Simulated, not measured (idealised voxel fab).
The document below concerns the process module designated voxel self aligned vias.
Cross-sectional view cut (width: 255 nm; square cell size: 5 nm).
Bands, listed from the top down, are how a cross-section gets written in this document; the cross-section itself is a grid of square cells, and a band is one or more rows of them. In this notation a band is specified by the heights of its top and bottom, in that order and in nm, after which its materials appear from left to right, each paired with its width in nm. The word "edge to edge" attached to a single material means that material fills the band from edge to edge; the word "empty" stands for empty space. We count height from 0. Below that, the starting wafer is all one material. The lowest band never ends at the bottom but goes on down; see "from 0 down" for how that is written. The expression "30 to 40" gives the width at the extremes of the band, the first number at its top row of cells and the second at its bottom row, with the width changing by equal amounts from each row to the next in between. For the purposes of this document, the phrase "remains unaltered" attached to a step denotes that no cell within the cross-section was modified by that step. Entry "Closed void listing". Content: empty spaces with no open connection to the top, size 8 cells or greater. Each: width x height at distance. Distance: from left edge. Unit: nm. Text after the settings on a step's line: the simulator's own remark on that step. overlay nm: step with mask; distance mask lay right of planned place; negative value = left of planned place.
**Process steps foreseen in the plan**
1) RECEIVE: material Si
2) CONFORMAL_DEP: material SiO2, thk nm 15
3) CONFORMAL_DEP: material SiCN, thk nm 5
4) DIRECTIONAL_DEP: material lowk, thk nm 25
5) PATTERN: tone open, mask id LINES, material resist, width nm 30, pitch nm 70, thk nm 15, overlay nm 0
6) DIRECTIONAL_ETCH: etch materials lowk, depth nm 25
7) STRIP: etch materials resist
8) CONFORMAL_DEP: material TiN, thk nm 5
9) FILL_DEP: material W, thk nm 10
10) CMP: height nm 45
11) SELECTIVE_ETCH: etch materials W Ru TiN, depth nm 5
12) FILL_DEP: material SiN, thk nm 5
13) CMP: height nm 45
14) DIRECTIONAL_DEP: material lowk, thk nm 15
15) DIRECTIONAL_DEP: material aC, thk nm 15
16) PATTERN: tone open, mask id VIAS, material resist, width nm 50, pitch nm 70, thk nm 30, overlay nm 0
17) DIRECTIONAL_ETCH: etch materials aC, depth nm 15
18) STRIP: etch materials resist
19) DIRECTIONAL_ETCH: etch materials lowk, depth nm 15
20) DIRECTIONAL_ETCH: etch materials SiN, depth nm 5
21) STRIP: etch materials aC
22) CONFORMAL_DEP: material TiN, thk nm 5
23) FILL_DEP: material Cu, thk nm 10
24) CMP: height nm 60
25) CONFORMAL_DEP: material SiN, thk nm 5
**Cross-section, incoming material, after step 1**
  from 0 down = Si edge to edge
  Closed void listing: none
**Cross-section, end of module. Start: as above. Plan: as above. Execution: one mistake**
  from 65 to 60 = SiN edge to edge
  from 60 to 50 = Cu 60; TiN 5; lowk 50; TiN 5; Cu 10; TiN 5; lowk 50; TiN 5; Cu 65
  from 50 to 45 = TiN 65; lowk 50; TiN 20; lowk 50; TiN 70
  from 45 to 40 = lowk 75; SiN 30; lowk 40; SiN 30; lowk 80
  from 40 to 25 = lowk 75; TiN 5; W 20; TiN 5; lowk 40; TiN 5; W 20; TiN 5; lowk 80
  from 25 to 20 = lowk 75; TiN 30; lowk 40; TiN 30; lowk 80
  from 20 to 15 = SiCN edge to edge
  from 15 to 0 = SiO2 edge to edge
  from 0 down = Si edge to edge
  Closed void listing: none
The plan and the run diverged here: contrary to plan, step 16 was performed as PATTERN: tone cover, mask id VIAS, material resist, width nm 50, pitch nm 70, thk nm 30, overlay nm 0
